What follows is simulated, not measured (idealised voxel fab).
Proc. module: voxel tone inversion
Section cut is 285 nm wide and gridded with 5 nm square cells.
Notation: cross-section as square-cell grid; stated in bands, top first, going down; one or more cell rows per band. It is stipulated that each band's entry specify, in nanometres, the height of the top of the band and then that of its bottom, followed by the materials of the band in left-to-right sequence, each together with its width in nanometres. A single material marked by the word "full width" is understood to fill the band from edge to edge; the word "empty" is understood to denote empty space. Convention: height 0 is the level below which the wafer, as received, is all one material. The lowest band does not terminate at the bottom but continues downward, represented as "0 nm and below". Read "30->40" as a graded width: first number on top, second number at the bottom, same change between each pair of neighbouring rows. No cell of the cross-section changed in a step that is given as "remained unchanged". The entry titled "Closed-off voids" provides the empty spaces that have no open way to the top, restricted to those of 8 cells or more. Each is presented as width x height at distance, the distance being measured from the left edge, with all three in nm. Read whatever lies past the settings on a step's line as the simulator's own remark about the step. On any step carrying a mask, the "overlay nm" setting, if present on the step's line, tells how far right of its planned place the mask lay; negative values point to the left.
Steps planned for the process
1 RECEIVE (material Si)
2 CONFORMAL_DEP (material SiN; thk nm 5)
3 DIRECTIONAL_DEP (material aC; thk nm 20)
4 PATTERN (tone cover; mask id POSTS; material resist; width nm 15; pitch nm 45; thk nm 25; overlay nm 0)
5 DIRECTIONAL_ETCH (etch materials aC; depth nm 20)
6 STRIP (etch materials resist)
7 FILL_DEP (material SiO2; thk nm 10)
8 CMP (height nm 25)
9 STRIP (etch materials aC)
10 CONFORMAL_DEP (material TiN; thk nm 5)
11 FILL_DEP (material Ru; thk nm 5)
12 CMP (height nm 25)
13 CONFORMAL_DEP (material SiCN; thk nm 5)
Cross-sectional view of the wafer in its as-received condition, corresponding to the state after step 1
0 nm and below: Si full width
Closed-off voids: none
Same starting wafer, same plan as above, one mistake in the execution; this is the cross-section at the end of the module
30 nm to 25 nm: SiCN full width
25 nm to 10 nm: SiO2 105, TiN 5, Ru 15, TiN 5, SiO2 20, TiN 5, Ru 15, TiN 5, SiO2 110
10 nm to 5 nm: SiO2 105, TiN 25, SiO2 20, TiN 25, SiO2 110
5 nm to 0 nm: SiN full width
0 nm and below: Si full width
Closed-off voids: none
Deviation noted in wafer processing: step 4 was not run as planned; what actually ran was PATTERN (tone cover; mask id POSTS; material resist; width nm 25; pitch nm 45; thk nm 25; overlay nm 0)
